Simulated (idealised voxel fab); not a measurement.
process module | voxel self aligned contacts
cross-section cut | 280 nm wide | cells 5 nm
A cross-section is a grid of square cells, given in bands from the top down. A band is one or more rows of cells.
Each band's line starts with the height of the band's top and of its bottom, in nm. Then come its materials from left to right, each with its width in nm. One material with "throughout" fills the band from edge to edge. "air" is empty space.
Height 0 is the level under which the wafer as received is all one material. The lowest band goes on downwards, as in "0 down".
A width such as "30 to 40" changes by the same amount from each row of cells to the next, from the band's top row to its bottom row.
"no change" after a step means that no cell of the cross-section changed.
closed voids: empty space of 8 cells or more with no open way to the top, each as width x height at its distance from the left edge, in nm
after a step's settings: what the simulator itself notes on the step
overlay nm, on a step with a mask: how far to the right of its planned place the mask lay; to the left if negative
plan
1 op RECEIVE | material Si
2 op CONFORMAL_DEP | material SiO2 | thk nm 5
3 op DIRECTIONAL_DEP | material polySi | thk nm 30
4 op DIRECTIONAL_DEP | material SiN | thk nm 15
5 op DIRECTIONAL_DEP | material aC | thk nm 10
6 op PATTERN | tone cover | mask id GATE | material resist | width nm 30 | pitch nm 60 | thk nm 25 | overlay nm 0
7 op DIRECTIONAL_ETCH | etch materials aC | depth nm 10
8 op STRIP | etch materials resist
9 op DIRECTIONAL_ETCH | etch materials SiN | depth nm 15
10 op DIRECTIONAL_ETCH | etch materials polySi | depth nm 30
11 op STRIP | etch materials aC
12 op CONFORMAL_DEP | material SiN | thk nm 5
13 op DIRECTIONAL_ETCH | etch materials SiN | depth nm 5
14 op FILL_DEP | material SiO2 | thk nm 15
15 op CMP | height nm 60
16 op MASKED_ETCH | tone open | mask id CONTACT | width nm 40 | etch materials SiO2 | depth nm 60 | overlay nm 0
17 op CONFORMAL_DEP | material TiN | thk nm 5
18 op FILL_DEP | material W | thk nm 10
19 op CMP | height nm 60
20 op CONFORMAL_DEP | material SiCN | thk nm 5
as received, after step 1
  0 down: Si throughout
  closed voids: none
first wafer at the end, as planned
  65 to 60: SiCN throughout
  60 to 50: SiO2 120 | TiN 5 to 15 | W 30 to 10 | TiN 5 to 15 | SiO2 120
  50 to 35: SiO2 90 | SiN 40 | TiN 5 | W 10 | TiN 5 | SiN 40 | SiO2 90
  35 to 5: SiO2 90 | SiN 5 | polySi 30 | SiN 5 | TiN 5 | W 10 | TiN 5 | SiN 5 | polySi 30 | SiN 5 | SiO2 90
  5 to 0: SiO2 130 | TiN 20 | SiO2 130
  0 down: Si throughout
  closed voids: none
second wafer at the end: like start, like plan, one mistake
  75 to 70: SiCN throughout
  70 to 65: W throughout
  65 to 60: TiN 125 | W 30 | TiN 125
  60 to 50: SiO2 120 | TiN 5 to 15 | W 30 to 10 | TiN 5 to 15 | SiO2 120
  50 to 35: SiO2 90 | SiN 40 | TiN 5 | W 10 | TiN 5 | SiN 40 | SiO2 90
  35 to 5: SiO2 90 | SiN 5 | polySi 30 | SiN 5 | TiN 5 | W 10 | TiN 5 | SiN 5 | polySi 30 | SiN 5 | SiO2 90
  5 to 0: SiO2 130 | TiN 20 | SiO2 130
  0 down: Si throughout
  closed voids: none
what went wrong: step 19 ran as: op CMP | height nm 70
at the end the second wafer has, in cells: 50 more of TiN | 62 more of W
